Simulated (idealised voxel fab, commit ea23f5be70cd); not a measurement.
Process module under the name voxel fin reveal
We display cut, a cross-section 200 nm in width whose square cells are each 5 nm.
Think of the cross-section as a grid of square cells. We describe it in bands, top to bottom, and each band covers one or more rows of those cells. This entry defines a band. It first specifies the height of the band's top and the height of its bottom in nm, and then specifies the band's materials from left to right, stating each material with its width in nm. The word "throughout" identifies a single material that fills the band from edge to edge, while the word "air" identifies empty space. Convention: height 0 is the level below which the wafer, as received, is all one material. The lowest band does not terminate at the bottom but continues downward, represented as "0 nm and below". The expression "30->40" gives the width at the extremes of the band, the first number at its top row of cells and the second at its bottom row, with the width changing by equal amounts from each row to the next in between. For the purposes of this document, the phrase "remained unchanged" attached to a step denotes that no cell within the cross-section was modified by that step. "Sealed void listing" means: voids of 8 cells or more that are shut off from the top with no open way through. Written width x height at distance, distance from the left edge, in nm. What comes after the settings on a step's line is commentary from the simulator itself on that step. overlay nm, on a step with a mask: how far to the right of its planned place the mask lay; to the left if negative. Everything after this point is organized in pairs: a cross-section before one process step, a cross-section after it that shows only as deep as the lowest changed band, and, under the pair, the intervening step with its settings. Because different runs of this module on the same starting wafer can supply different pairs, a pair continues from the pair above it only if its entry headed "Pre-process" says so.
## Pre-process
* 0 nm and below: Si throughout
* Sealed void listing: none
## Section, Post-Step
* 5 nm to 0 nm: SiN throughout
* Beneath the level 0, the cross-section is identical to its previous state.
* Sealed void listing: none
Which process step falls between the two cross-sections above? CONFORMAL_DEP with material SiN, thk nm 5
Pre-process: The pre-step condition corresponds to the post-step cross-section depicted in the pair directly above.
## Section, Post-Step
* 25 nm to 5 nm: 45 nm air, then 15 nm resist, then 30 nm air, then 15 nm resist, then 30 nm air, then 15 nm resist, then 50 nm air
* Beneath the level 5, the cross-section is identical to its previous state.
* Sealed void listing: none
Which process step falls between the two cross-sections above? PATTERN with tone cover, mask id FINS, material resist, width nm 15, pitch nm 45, thk nm 20, overlay nm 0
Pre-process: The pre-step condition corresponds to the post-step cross-section depicted in the pair directly above.
## Section, Post-Step
* 25 nm to 5 nm: 45 nm air, then 15 nm resist, then 30 nm air, then 15 nm resist, then 30 nm air, then 15 nm resist, then 50 nm air
* 5 nm to 0 nm: 45 nm air, then 15 nm SiN, then 30 nm air, then 15 nm SiN, then 30 nm air, then 15 nm SiN, then 50 nm air
* Beneath the level 0, the cross-section is identical to its previous state.
* Sealed void listing: none
Which process step falls between the two cross-sections above? DIRECTIONAL_ETCH with etch materials SiN, depth nm 5
Pre-process: The pre-step condition corresponds to the post-step cross-section depicted in the pair directly above.
## Section, Post-Step
* 25 nm to 5 nm: 45 nm air, then 15 nm resist, then 30 nm air, then 15 nm resist, then 30 nm air, then 15 nm resist, then 50 nm air
* 5 nm to 0 nm: 45 nm air, then 15 nm SiN, then 30 nm air, then 15 nm SiN, then 30 nm air, then 15 nm SiN, then 50 nm air
* 0 nm to -40 nm: 45 nm air, then 15 nm Si, then 30 nm air, then 15 nm Si, then 30 nm air, then 15 nm Si, then 50 nm air
* Beneath the level -40, the cross-section is identical to its previous state.
* Sealed void listing: none
Which process step falls between the two cross-sections above? DIRECTIONAL_ETCH with etch materials Si, depth nm 40
Pre-process: The pre-step condition corresponds to the post-step cross-section depicted in the pair directly above.
## Section, Post-Step
* 5 nm to 0 nm: 45 nm air, then 15 nm SiN, then 30 nm air, then 15 nm SiN, then 30 nm air, then 15 nm SiN, then 50 nm air
* Beneath the level 0, the cross-section is identical to its previous state.
* Sealed void listing: none
Which process step falls between the two cross-sections above? STRIP with etch materials resist
Pre-process: The pre-step condition corresponds to the post-step cross-section depicted in the pair directly above.
## Section, Post-Step
* 5 nm to 0 nm: 45 nm air, then 15 nm SiN, then 30 nm air, then 15 nm SiN, then 30 nm air, then 15 nm SiN, then 50 nm air
* 0 nm to -40 nm: 45 nm air, then 5 nm SiO2, then 5 nm Si, then 5 nm SiO2, then 30 nm air, then 5 nm SiO2, then 5 nm Si, then 5 nm SiO2, then 30 nm air, then 5 nm SiO2, then 5 nm Si, then 5 nm SiO2, then 50 nm air
* -40 nm to -45 nm: 50 nm SiO2, then 5 nm Si, then 40 nm SiO2, then 5 nm Si, then 40 nm SiO2, then 5 nm Si, then 55 nm SiO2
* Beneath the level -45, the cross-section is identical to its previous state.
* Sealed void listing: none
Which process step falls between the two cross-sections above? OXIDIZE with depth nm 5
Pre-process: The pre-step condition corresponds to the post-step cross-section depicted in the pair directly above.
## Section, Post-Step
* 10 nm to 5 nm: SiO2 throughout
* 5 nm to 0 nm: 45 nm SiO2, then 15 nm SiN, then 30 nm SiO2, then 15 nm SiN, then 30 nm SiO2, then 15 nm SiN, then 50 nm SiO2
* 0 nm to -45 nm: 50 nm SiO2, then 5 nm Si, then 40 nm SiO2, then 5 nm Si, then 40 nm SiO2, then 5 nm Si, then 55 nm SiO2
* Beneath the level -45, the cross-section is identical to its previous state.
* Sealed void listing: none
Which process step falls between the two cross-sections above? FILL_DEP with material SiO2, thk nm 5
Pre-process: The pre-step condition corresponds to the post-step cross-section depicted in the pair directly above.
## Section, Post-Step
* 5 nm to 0 nm: 45 nm SiO2, then 15 nm SiN, then 30 nm SiO2, then 15 nm SiN, then 30 nm SiO2, then 15 nm SiN, then 50 nm SiO2
* Beneath the level 0, the cross-section is identical to its previous state.
* Sealed void listing: none
Which process step falls between the two cross-sections above? CMP with height nm 5
Pre-process: The pre-step condition corresponds to the post-step cross-section depicted in the pair directly above.
## Section, Post-Step
* 5 nm to 0 nm: 45 nm air, then 15 nm SiN, then 30 nm air, then 15 nm SiN, then 30 nm air, then 15 nm SiN, then 50 nm air
* 0 nm to -30 nm: 50 nm air, then 5 nm Si, then 40 nm air, then 5 nm Si, then 40 nm air, then 5 nm Si, then 55 nm air
* Beneath the level -30, the cross-section is identical to its previous state.
* Sealed void listing: none
Which process step falls between the two cross-sections above? SELECTIVE_ETCH with etch materials SiO2, depth nm 35
Pre-process: The pre-step condition corresponds to the post-step cross-section depicted in the pair directly above.
## Section, Post-Step
* 0 nm to -30 nm: 50 nm air, then 5 nm Si, then 40 nm air, then 5 nm Si, then 40 nm air, then 5 nm Si, then 55 nm air
* Beneath the level -30, the cross-section is identical to its previous state.
* Sealed void listing: none
Which process step falls between the two cross-sections above? STRIP with etch materials SiN
## Pre-process
* 5 nm to 0 nm: 45 nm air, then 15 nm SiN, then 30 nm air, then 15 nm SiN, then 30 nm air, then 15 nm SiN, then 50 nm air
* 0 nm to -30 nm: 50 nm air, then 5 nm Si, then 40 nm air, then 5 nm Si, then 40 nm air, then 5 nm Si, then 55 nm air
* -30 nm to -45 nm: 50 nm SiO2, then 5 nm Si, then 40 nm SiO2, then 5 nm Si, then 40 nm SiO2, then 5 nm Si, then 55 nm SiO2
* -45 nm and below: Si throughout
* Sealed void listing: none
## Section, Post-Step
* 5 nm to 0 nm: 45 nm air, then 15 nm SiN, then 30 nm air, then 15 nm SiN, then 30 nm air, then 15 nm SiN, then 50 nm air
* 0 nm to -45 nm: 50 nm air, then 5 nm Si, then 40 nm air, then 5 nm Si, then 40 nm air, then 5 nm Si, then 55 nm air
* Beneath the level -45, the cross-section is identical to its previous state.
* Sealed void listing: none
Which process step falls between the two cross-sections above? SELECTIVE_ETCH with etch materials SiO2, depth nm 35
Pre-process: The pre-step condition corresponds to the post-step cross-section depicted in the pair directly above.
## Section, Post-Step
* 0 nm to -45 nm: 50 nm air, then 5 nm Si, then 40 nm air, then 5 nm Si, then 40 nm air, then 5 nm Si, then 55 nm air
* Beneath the level -45, the cross-section is identical to its previous state.
* Sealed void listing: none
Which process step falls between the two cross-sections above? STRIP with etch materials SiN
## Pre-process
* 5 nm to 0 nm: 45 nm SiO2, then 15 nm SiN, then 30 nm SiO2, then 15 nm SiN, then 30 nm SiO2, then 15 nm SiN, then 50 nm SiO2
* 0 nm to -45 nm: 50 nm SiO2, then 5 nm Si, then 40 nm SiO2, then 5 nm Si, then 40 nm SiO2, then 5 nm Si, then 55 nm SiO2
* -45 nm and below: Si throughout
* Sealed void listing: none
## Section, Post-Step
* 5 nm to 0 nm: 45 nm SiO2, then 15 nm air, then 30 nm SiO2, then 15 nm air, then 30 nm SiO2, then 15 nm air, then 50 nm SiO2
* Beneath the level 0, the cross-section is identical to its previous state.
* Sealed void listing: none
Which process step falls between the two cross-sections above? STRIP with etch materials SiN
Pre-process: The pre-step condition corresponds to the post-step cross-section depicted in the pair directly above.
## Section, Post-Step
* 0 nm to -30 nm: 50 nm air, then 5 nm Si, then 40 nm air, then 5 nm Si, then 40 nm air, then 5 nm Si, then 55 nm air
* -30 nm to -35 nm: 10 nm SiO2, then 40 nm air, then 5 nm Si, then 40 nm air, then 5 nm Si, then 40 nm air, then 5 nm Si, then 40 nm air, then 15 nm SiO2
* Beneath the level -35, the cross-section is identical to its previous state.
* Sealed void listing: none
Which process step falls between the two cross-sections above? SELECTIVE_ETCH with etch materials SiO2, depth nm 35
## Pre-process
* 25 nm to 5 nm: 45 nm air, then 15 nm resist, then 30 nm air, then 15 nm resist, then 30 nm air, then 15 nm resist, then 50 nm air
* 5 nm to 0 nm: 45 nm air, then 15 nm SiN, then 30 nm air, then 15 nm SiN, then 30 nm air, then 15 nm SiN, then 50 nm air
* 0 nm and below: Si throughout
* Sealed void listing: none
## Section, Post-Step
* 25 nm to 5 nm: 45 nm air, then 15 nm resist, then 30 nm air, then 15 nm resist, then 30 nm air, then 15 nm resist, then 50 nm air
* 5 nm to 0 nm: 45 nm air, then 15 nm SiN, then 30 nm air, then 15 nm SiN, then 30 nm air, then 15 nm SiN, then 50 nm air
* 0 nm to -30 nm: 45 nm air, then 15 nm Si, then 30 nm air, then 15 nm Si, then 30 nm air, then 15 nm Si, then 50 nm air
* Beneath the level -30, the cross-section is identical to its previous state.
* Sealed void listing: none
Which process step falls between the two cross-sections above? DIRECTIONAL_ETCH with etch materials Si, depth nm 30
Pre-process: The pre-step condition corresponds to the post-step cross-section depicted in the pair directly above.
## Section, Post-Step
* 5 nm to 0 nm: 45 nm air, then 15 nm SiN, then 30 nm air, then 15 nm SiN, then 30 nm air, then 15 nm SiN, then 50 nm air
* Beneath the level 0, the cross-section is identical to its previous state.
* Sealed void listing: none
Which process step falls between the two cross-sections above? STRIP with etch materials resist
Pre-process: The pre-step condition corresponds to the post-step cross-section depicted in the pair directly above.
## Section, Post-Step
* 5 nm to 0 nm: 45 nm air, then 15 nm SiN, then 30 nm air, then 15 nm SiN, then 30 nm air, then 15 nm SiN, then 50 nm air
* 0 nm to -30 nm: 45 nm air, then 5 nm SiO2, then 5 nm Si, then 5 nm SiO2, then 30 nm air, then 5 nm SiO2, then 5 nm Si, then 5 nm SiO2, then 30 nm air, then 5 nm SiO2, then 5 nm Si, then 5 nm SiO2, then 50 nm air
* -30 nm to -35 nm: 50 nm SiO2, then 5 nm Si, then 40 nm SiO2, then 5 nm Si, then 40 nm SiO2, then 5 nm Si, then 55 nm SiO2
* Beneath the level -35, the cross-section is identical to its previous state.
* Sealed void listing: none
Which process step falls between the two cross-sections above? OXIDIZE with depth nm 5
Pre-process: The pre-step condition corresponds to the post-step cross-section depicted in the pair directly above.
## Section, Post-Step
* 10 nm to 5 nm: SiO2 throughout
* 5 nm to 0 nm: 45 nm SiO2, then 15 nm SiN, then 30 nm SiO2, then 15 nm SiN, then 30 nm SiO2, then 15 nm SiN, then 50 nm SiO2
* 0 nm to -35 nm: 50 nm SiO2, then 5 nm Si, then 40 nm SiO2, then 5 nm Si, then 40 nm SiO2, then 5 nm Si, then 55 nm SiO2
* Beneath the level -35, the cross-section is identical to its previous state.
* Sealed void listing: none
Which process step falls between the two cross-sections above? FILL_DEP with material SiO2, thk nm 5
Pre-process: The pre-step condition corresponds to the post-step cross-section depicted in the pair directly above.
## Section, Post-Step
* 5 nm to 0 nm: 45 nm SiO2, then 15 nm SiN, then 30 nm SiO2, then 15 nm SiN, then 30 nm SiO2, then 15 nm SiN, then 50 nm SiO2
* Beneath the level 0, the cross-section is identical to its previous state.
* Sealed void listing: none
Which process step falls between the two cross-sections above? CMP with height nm 5
Pre-process: The pre-step condition corresponds to the post-step cross-section depicted in the pair directly above.
## Section, Post-Step
* 5 nm to 0 nm: 45 nm air, then 15 nm SiN, then 30 nm air, then 15 nm SiN, then 30 nm air, then 15 nm SiN, then 50 nm air
* 0 nm to -30 nm: 50 nm air, then 5 nm Si, then 40 nm air, then 5 nm Si, then 40 nm air, then 5 nm Si, then 55 nm air
* Beneath the level -30, the cross-section is identical to its previous state.
* Sealed void listing: none
Which process step falls between the two cross-sections above? SELECTIVE_ETCH with etch materials SiO2, depth nm 35
Pre-process: The pre-step condition corresponds to the post-step cross-section depicted in the pair directly above.
## Section, Post-Step
* 0 nm to -30 nm: 50 nm air, then 5 nm Si, then 40 nm air, then 5 nm Si, then 40 nm air, then 5 nm Si, then 55 nm air
* Beneath the level -30, the cross-section is identical to its previous state.
* Sealed void listing: none
Which process step falls between the two cross-sections above? STRIP with etch materials SiN
## Pre-process
* 5 nm to 0 nm: SiN throughout
* 0 nm and below: Si throughout
* Sealed void listing: none
## Section, Post-Step
* 25 nm to 5 nm: 45 nm air, then 20 nm resist, then 25 nm air, then 20 nm resist, then 25 nm air, then 20 nm resist, then 45 nm air
* Beneath the level 5, the cross-section is identical to its previous state.
* Sealed void listing: none
Which process step falls between the two cross-sections above? PATTERN with tone cover, mask id FINS, material resist, width nm 20, pitch nm 45, thk nm 20, overlay nm 0
Pre-process: The pre-step condition corresponds to the post-step cross-section depicted in the pair directly above.
## Section, Post-Step
* 25 nm to 5 nm: 45 nm air, then 20 nm resist, then 25 nm air, then 20 nm resist, then 25 nm air, then 20 nm resist, then 45 nm air
* 5 nm to 0 nm: 45 nm air, then 20 nm SiN, then 25 nm air, then 20 nm SiN, then 25 nm air, then 20 nm SiN, then 45 nm air
* Beneath the level 0, the cross-section is identical to its previous state.
* Sealed void listing: none
Which process step falls between the two cross-sections above? DIRECTIONAL_ETCH with etch materials SiN, depth nm 5
Pre-process: The pre-step condition corresponds to the post-step cross-section depicted in the pair directly above.
## Section, Post-Step
* 25 nm to 5 nm: 45 nm air, then 20 nm resist, then 25 nm air, then 20 nm resist, then 25 nm air, then 20 nm resist, then 45 nm air
* 5 nm to 0 nm: 45 nm air, then 20 nm SiN, then 25 nm air, then 20 nm SiN, then 25 nm air, then 20 nm SiN, then 45 nm air
* 0 nm to -40 nm: 45 nm air, then 20 nm Si, then 25 nm air, then 20 nm Si, then 25 nm air, then 20 nm Si, then 45 nm air
* Beneath the level -40, the cross-section is identical to its previous state.
* Sealed void listing: none
Which process step falls between the two cross-sections above? DIRECTIONAL_ETCH with etch materials Si, depth nm 40
Pre-process: The pre-step condition corresponds to the post-step cross-section depicted in the pair directly above.
## Section, Post-Step
* 5 nm to 0 nm: 45 nm air, then 20 nm SiN, then 25 nm air, then 20 nm SiN, then 25 nm air, then 20 nm SiN, then 45 nm air
* Beneath the level 0, the cross-section is identical to its previous state.
* Sealed void listing: none
Which process step falls between the two cross-sections above? STRIP with etch materials resist
Pre-process: The pre-step condition corresponds to the post-step cross-section depicted in the pair directly above.
## Section, Post-Step
* 5 nm to 0 nm: 45 nm air, then 20 nm SiN, then 25 nm air, then 20 nm SiN, then 25 nm air, then 20 nm SiN, then 45 nm air
* 0 nm to -40 nm: 45 nm air, then 5 nm SiO2, then 10 nm Si, then 5 nm SiO2, then 25 nm air, then 5 nm SiO2, then 10 nm Si, then 5 nm SiO2, then 25 nm air, then 5 nm SiO2, then 10 nm Si, then 5 nm SiO2, then 45 nm air
* -40 nm to -45 nm: 50 nm SiO2, then 10 nm Si, then 35 nm SiO2, then 10 nm Si, then 35 nm SiO2, then 10 nm Si, then 50 nm SiO2
* Beneath the level -45, the cross-section is identical to its previous state.
* Sealed void listing: none
Which process step falls between the two cross-sections above? OXIDIZE with depth nm 5
Pre-process: The pre-step condition corresponds to the post-step cross-section depicted in the pair directly above.
## Section, Post-Step
* 10 nm to 5 nm: SiO2 throughout
* 5 nm to 0 nm: 45 nm SiO2, then 20 nm SiN, then 25 nm SiO2, then 20 nm SiN, then 25 nm SiO2, then 20 nm SiN, then 45 nm SiO2
* 0 nm to -45 nm: 50 nm SiO2, then 10 nm Si, then 35 nm SiO2, then 10 nm Si, then 35 nm SiO2, then 10 nm Si, then 50 nm SiO2
* Beneath the level -45, the cross-section is identical to its previous state.
* Sealed void listing: none
Which process step falls between the two cross-sections above? FILL_DEP with material SiO2, thk nm 5
Pre-process: The pre-step condition corresponds to the post-step cross-section depicted in the pair directly above.
## Section, Post-Step
* 5 nm to 0 nm: 45 nm SiO2, then 20 nm SiN, then 25 nm SiO2, then 20 nm SiN, then 25 nm SiO2, then 20 nm SiN, then 45 nm SiO2
* Beneath the level 0, the cross-section is identical to its previous state.
* Sealed void listing: none
Which process step falls between the two cross-sections above? CMP with height nm 5
Pre-process: The pre-step condition corresponds to the post-step cross-section depicted in the pair directly above.
## Section, Post-Step
* 5 nm to 0 nm: 45 nm air, then 20 nm SiN, then 25 nm air, then 20 nm SiN, then 25 nm air, then 20 nm SiN, then 45 nm air
* 0 nm to -30 nm: 50 nm air, then 10 nm Si, then 35 nm air, then 10 nm Si, then 35 nm air, then 10 nm Si, then 50 nm air
* Beneath the level -30, the cross-section is identical to its previous state.
* Sealed void listing: none
Which process step falls between the two cross-sections above? SELECTIVE_ETCH with etch materials SiO2, depth nm 35
Pre-process: The pre-step condition corresponds to the post-step cross-section depicted in the pair directly above.
## Section, Post-Step
* 0 nm to -30 nm: 50 nm air, then 10 nm Si, then 35 nm air, then 10 nm Si, then 35 nm air, then 10 nm Si, then 50 nm air
* Beneath the level -30, the cross-section is identical to its previous state.
* Sealed void listing: none
Which process step falls between the two cross-sections above? STRIP with etch materials SiN
## Pre-process
* 5 nm to 0 nm: SiN throughout
* 0 nm and below: Si throughout
* Sealed void listing: none
## Section, Post-Step
* 25 nm to 5 nm: 35 nm air, then 15 nm resist, then 30 nm air, then 15 nm resist, then 30 nm air, then 15 nm resist, then 60 nm air
* Beneath the level 5, the cross-section is identical to its previous state.
* Sealed void listing: none
Which process step falls between the two cross-sections above? PATTERN with tone cover, mask id FINS, material resist, width nm 15, pitch nm 45, thk nm 20, overlay nm -10
Pre-process: The pre-step condition corresponds to the post-step cross-section depicted in the pair directly above.
## Section, Post-Step
* 25 nm to 5 nm: 35 nm air, then 15 nm resist, then 30 nm air, then 15 nm resist, then 30 nm air, then 15 nm resist, then 60 nm air
* 5 nm to 0 nm: 35 nm air, then 15 nm SiN, then 30 nm air, then 15 nm SiN, then 30 nm air, then 15 nm SiN, then 60 nm air
* Beneath the level 0, the cross-section is identical to its previous state.
* Sealed void listing: none
Which process step falls between the two cross-sections above? DIRECTIONAL_ETCH with etch materials SiN, depth nm 5
Pre-process: The pre-step condition corresponds to the post-step cross-section depicted in the pair directly above.
## Section, Post-Step
* 25 nm to 5 nm: 35 nm air, then 15 nm resist, then 30 nm air, then 15 nm resist, then 30 nm air, then 15 nm resist, then 60 nm air
* 5 nm to 0 nm: 35 nm air, then 15 nm SiN, then 30 nm air, then 15 nm SiN, then 30 nm air, then 15 nm SiN, then 60 nm air
* 0 nm to -40 nm: 35 nm air, then 15 nm Si, then 30 nm air, then 15 nm Si, then 30 nm air, then 15 nm Si, then 60 nm air
* Beneath the level -40, the cross-section is identical to its previous state.
* Sealed void listing: none
Which process step falls between the two cross-sections above? DIRECTIONAL_ETCH with etch materials Si, depth nm 40
Pre-process: The pre-step condition corresponds to the post-step cross-section depicted in the pair directly above.
## Section, Post-Step
* 5 nm to 0 nm: 35 nm air, then 15 nm SiN, then 30 nm air, then 15 nm SiN, then 30 nm air, then 15 nm SiN, then 60 nm air
* Beneath the level 0, the cross-section is identical to its previous state.
* Sealed void listing: none
Which process step falls between the two cross-sections above? STRIP with etch materials resist
Pre-process: The pre-step condition corresponds to the post-step cross-section depicted in the pair directly above.
## Section, Post-Step
* 5 nm to 0 nm: 35 nm air, then 15 nm SiN, then 30 nm air, then 15 nm SiN, then 30 nm air, then 15 nm SiN, then 60 nm air
* 0 nm to -40 nm: 35 nm air, then 5 nm SiO2, then 5 nm Si, then 5 nm SiO2, then 30 nm air, then 5 nm SiO2, then 5 nm Si, then 5 nm SiO2, then 30 nm air, then 5 nm SiO2, then 5 nm Si, then 5 nm SiO2, then 60 nm air
* -40 nm to -45 nm: 40 nm SiO2, then 5 nm Si, then 40 nm SiO2, then 5 nm Si, then 40 nm SiO2, then 5 nm Si, then 65 nm SiO2
* Beneath the level -45, the cross-section is identical to its previous state.
* Sealed void listing: none
Which process step falls between the two cross-sections above? OXIDIZE with depth nm 5
Pre-process: The pre-step condition corresponds to the post-step cross-section depicted in the pair directly above.
## Section, Post-Step
* 10 nm to 5 nm: SiO2 throughout
* 5 nm to 0 nm: 35 nm SiO2, then 15 nm SiN, then 30 nm SiO2, then 15 nm SiN, then 30 nm SiO2, then 15 nm SiN, then 60 nm SiO2
* 0 nm to -45 nm: 40 nm SiO2, then 5 nm Si, then 40 nm SiO2, then 5 nm Si, then 40 nm SiO2, then 5 nm Si, then 65 nm SiO2
* Beneath the level -45, the cross-section is identical to its previous state.
* Sealed void listing: none
Which process step falls between the two cross-sections above? FILL_DEP with material SiO2, thk nm 5
Pre-process: The pre-step condition corresponds to the post-step cross-section depicted in the pair directly above.
## Section, Post-Step
* 5 nm to 0 nm: 35 nm SiO2, then 15 nm SiN, then 30 nm SiO2, then 15 nm SiN, then 30 nm SiO2, then 15 nm SiN, then 60 nm SiO2
* Beneath the level 0, the cross-section is identical to its previous state.
* Sealed void listing: none
Which process step falls between the two cross-sections above? CMP with height nm 5
Pre-process: The pre-step condition corresponds to the post-step cross-section depicted in the pair directly above.
## Section, Post-Step
* 5 nm to 0 nm: 35 nm air, then 15 nm SiN, then 30 nm air, then 15 nm SiN, then 30 nm air, then 15 nm SiN, then 60 nm air
* 0 nm to -30 nm: 40 nm air, then 5 nm Si, then 40 nm air, then 5 nm Si, then 40 nm air, then 5 nm Si, then 65 nm air
* Beneath the level -30, the cross-section is identical to its previous state.
* Sealed void listing: none
Which process step falls between the two cross-sections above? SELECTIVE_ETCH with etch materials SiO2, depth nm 35
Pre-process: The pre-step condition corresponds to the post-step cross-section depicted in the pair directly above.
## Section, Post-Step
* 0 nm to -30 nm: 40 nm air, then 5 nm Si, then 40 nm air, then 5 nm Si, then 40 nm air, then 5 nm Si, then 65 nm air
* Beneath the level -30, the cross-section is identical to its previous state.
* Sealed void listing: none
Which process step falls between the two cross-sections above? STRIP with etch materials SiN
## Pre-process
* 5 nm to 0 nm: 45 nm air, then 15 nm SiN, then 30 nm air, then 15 nm SiN, then 30 nm air, then 15 nm SiN, then 50 nm air
* 0 nm to -30 nm: 50 nm air, then 5 nm Si, then 40 nm air, then 5 nm Si, then 40 nm air, then 5 nm Si, then 55 nm air
* -30 nm to -45 nm: 50 nm SiO2, then 5 nm Si, then 40 nm SiO2, then 5 nm Si, then 40 nm SiO2, then 5 nm Si, then 55 nm SiO2
* -45 nm and below: Si throughout
* Sealed void listing: none
## Section, Post-Step
* 5 nm to 0 nm: 45 nm air, then 15 nm SiN, then 30 nm air, then 15 nm SiN, then 30 nm air, then 15 nm SiN, then 50 nm air
* 0 nm to -45 nm: 50 nm air, then 5 nm Si, then 40 nm air, then 5 nm Si, then 40 nm air, then 5 nm Si, then 55 nm air
* Beneath the level -45, the cross-section is identical to its previous state.
* Sealed void listing: none
Which process step falls between the two cross-sections above? STRIP with etch materials SiO2
## Pre-process
* 5 nm to 0 nm: SiN throughout
* 0 nm and below: Si throughout
* Sealed void listing: none
## Section, Post-Step
* 25 nm to 5 nm: 45 nm resist, then 15 nm air, then 30 nm resist, then 15 nm air, then 30 nm resist, then 15 nm air, then 50 nm resist
* Beneath the level 5, the cross-section is identical to its previous state.
* Sealed void listing: none
Which process step falls between the two cross-sections above? PATTERN with tone open, mask id FINS, material resist, width nm 15, pitch nm 45, thk nm 20, overlay nm 0
Pre-process: The pre-step condition corresponds to the post-step cross-section depicted in the pair directly above.
## Section, Post-Step
* 25 nm to 5 nm: 45 nm resist, then 15 nm air, then 30 nm resist, then 15 nm air, then 30 nm resist, then 15 nm air, then 50 nm resist
* 5 nm to 0 nm: 45 nm SiN, then 15 nm air, then 30 nm SiN, then 15 nm air, then 30 nm SiN, then 15 nm air, then 50 nm SiN
* Beneath the level 0, the cross-section is identical to its previous state.
* Sealed void listing: none
Which process step falls between the two cross-sections above? DIRECTIONAL_ETCH with etch materials SiN, depth nm 5
Pre-process: The pre-step condition corresponds to the post-step cross-section depicted in the pair directly above.
## Section, Post-Step
* 25 nm to 5 nm: 45 nm resist, then 15 nm air, then 30 nm resist, then 15 nm air, then 30 nm resist, then 15 nm air, then 50 nm resist
* 5 nm to 0 nm: 45 nm SiN, then 15 nm air, then 30 nm SiN, then 15 nm air, then 30 nm SiN, then 15 nm air, then 50 nm SiN
* 0 nm to -40 nm: 45 nm Si, then 15 nm air, then 30 nm Si, then 15 nm air, then 30 nm Si, then 15 nm air, then 50 nm Si
* Beneath the level -40, the cross-section is identical to its previous state.
* Sealed void listing: none
Which process step falls between the two cross-sections above? DIRECTIONAL_ETCH with etch materials Si, depth nm 40
Pre-process: The pre-step condition corresponds to the post-step cross-section depicted in the pair directly above.
## Section, Post-Step
* 5 nm to 0 nm: 45 nm SiN, then 15 nm air, then 30 nm SiN, then 15 nm air, then 30 nm SiN, then 15 nm air, then 50 nm SiN
* Beneath the level 0, the cross-section is identical to its previous state.
* Sealed void listing: none
Which process step falls between the two cross-sections above? STRIP with etch materials resist
Pre-process: The pre-step condition corresponds to the post-step cross-section depicted in the pair directly above.
## Section, Post-Step
* 5 nm to 0 nm: 45 nm SiN, then 15 nm air, then 30 nm SiN, then 15 nm air, then 30 nm SiN, then 15 nm air, then 50 nm SiN
* 0 nm to -40 nm: 40 nm Si, then 5 nm SiO2, then 15 nm air, then 5 nm SiO2, then 20 nm Si, then 5 nm SiO2, then 15 nm air, then 5 nm SiO2, then 20 nm Si, then 5 nm SiO2, then 15 nm air, then 5 nm SiO2, then 45 nm Si
* -40 nm to -45 nm: 40 nm Si, then 25 nm SiO2, then 20 nm Si, then 25 nm SiO2, then 20 nm Si, then 25 nm SiO2, then 45 nm Si
* Beneath the level -45, the cross-section is identical to its previous state.
* Sealed void listing: none
Which process step falls between the two cross-sections above? OXIDIZE with depth nm 5
Pre-process: The pre-step condition corresponds to the post-step cross-section depicted in the pair directly above.
## Section, Post-Step
* 10 nm to 5 nm: SiO2 throughout
* 5 nm to 0 nm: 45 nm SiN, then 15 nm SiO2, then 30 nm SiN, then 15 nm SiO2, then 30 nm SiN, then 15 nm SiO2, then 50 nm SiN
* 0 nm to -45 nm: 40 nm Si, then 25 nm SiO2, then 20 nm Si, then 25 nm SiO2, then 20 nm Si, then 25 nm SiO2, then 45 nm Si
* Beneath the level -45, the cross-section is identical to its previous state.
* Sealed void listing: none
Which process step falls between the two cross-sections above? FILL_DEP with material SiO2, thk nm 5
Pre-process: The pre-step condition corresponds to the post-step cross-section depicted in the pair directly above.
## Section, Post-Step
* 5 nm to 0 nm: 45 nm SiN, then 15 nm SiO2, then 30 nm SiN, then 15 nm SiO2, then 30 nm SiN, then 15 nm SiO2, then 50 nm SiN
* Beneath the level 0, the cross-section is identical to its previous state.
* Sealed void listing: none
Which process step falls between the two cross-sections above? CMP with height nm 5
Pre-process: The pre-step condition corresponds to the post-step cross-section depicted in the pair directly above.
## Section, Post-Step
* 5 nm to 0 nm: 45 nm SiN, then 15 nm air, then 30 nm SiN, then 15 nm air, then 30 nm SiN, then 15 nm air, then 50 nm SiN
* 0 nm to -30 nm: 40 nm Si, then 25 nm air, then 20 nm Si, then 25 nm air, then 20 nm Si, then 25 nm air, then 45 nm Si
* Beneath the level -30, the cross-section is identical to its previous state.
* Sealed void listing: none
Which process step falls between the two cross-sections above? SELECTIVE_ETCH with etch materials SiO2, depth nm 35
Pre-process: The pre-step condition corresponds to the post-step cross-section depicted in the pair directly above.
## Section, Post-Step
* 0 nm to -30 nm: 40 nm Si, then 25 nm air, then 20 nm Si, then 25 nm air, then 20 nm Si, then 25 nm air, then 45 nm Si
* Beneath the level -30, the cross-section is identical to its previous state.
* Sealed void listing: none
Which process step falls between the two cross-sections above? STRIP with etch materials SiN
